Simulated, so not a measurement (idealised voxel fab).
process module | voxel spacer lines
cross-section cut | 160 nm wide | cells 5 nm
A cross-section is a grid of square cells, given in bands from the top down. A band is one or more rows of cells.
Each band's line starts with the height of the band's top and of its bottom, in nm. Then come its materials from left to right, each with its width in nm. One material with "throughout" fills the band from edge to edge. "air" is empty space.
Height 0 is the level under which the wafer as received is all one material. The lowest band goes on downwards, as in "0 down".
A width such as "30 to 40" changes by the same amount from each row of cells to the next, from the band's top row to its bottom row.
"no change" after a step means that no cell of the cross-section changed.
closed voids: empty space of 8 cells or more with no open way to the top, each as width x height at its distance from the left edge, in nm
after a step's settings: what the simulator itself notes on the step
overlay nm, on a step with a mask: how far to the right of its planned place the mask lay; to the left if negative
plan
1 op RECEIVE | material Si
2 op CONFORMAL_DEP | material Al2O3 | thk nm 5
3 op DIRECTIONAL_DEP | material W | thk nm 15
4 op DIRECTIONAL_DEP | material aC | thk nm 20
5 op PATTERN | tone cover | mask id MANDREL | material resist | width nm 15 | pitch nm 60 | thk nm 25 | overlay nm 0
6 op DIRECTIONAL_ETCH | etch materials aC | depth nm 20
7 op STRIP | etch materials resist
8 op CONFORMAL_DEP | material SiO2 | thk nm 10
9 op DIRECTIONAL_ETCH | etch materials SiO2 | depth nm 10
10 op STRIP | etch materials aC
11 op DIRECTIONAL_ETCH | etch materials W | depth nm 15
12 op STRIP | etch materials SiO2
varied across the wafers: width nm of step 5. The plan shows the first wafer's value. All wafers start alike
first wafer as received, after step 1
  0 down: Si throughout
  closed voids: none
each wafer at the end: cells of each material gained (+) or lost (-) since it was received, then its closed voids
width nm 15 | +32 Al2O3 | +24 W | closed voids: none
width nm 20 | +32 Al2O3 | +24 W | closed voids: none
width nm 25 | +32 Al2O3 | +24 W | closed voids: none
width nm 30 | +32 Al2O3 | +24 W | closed voids: none
width nm 35 | +32 Al2O3 | +24 W | closed voids: none
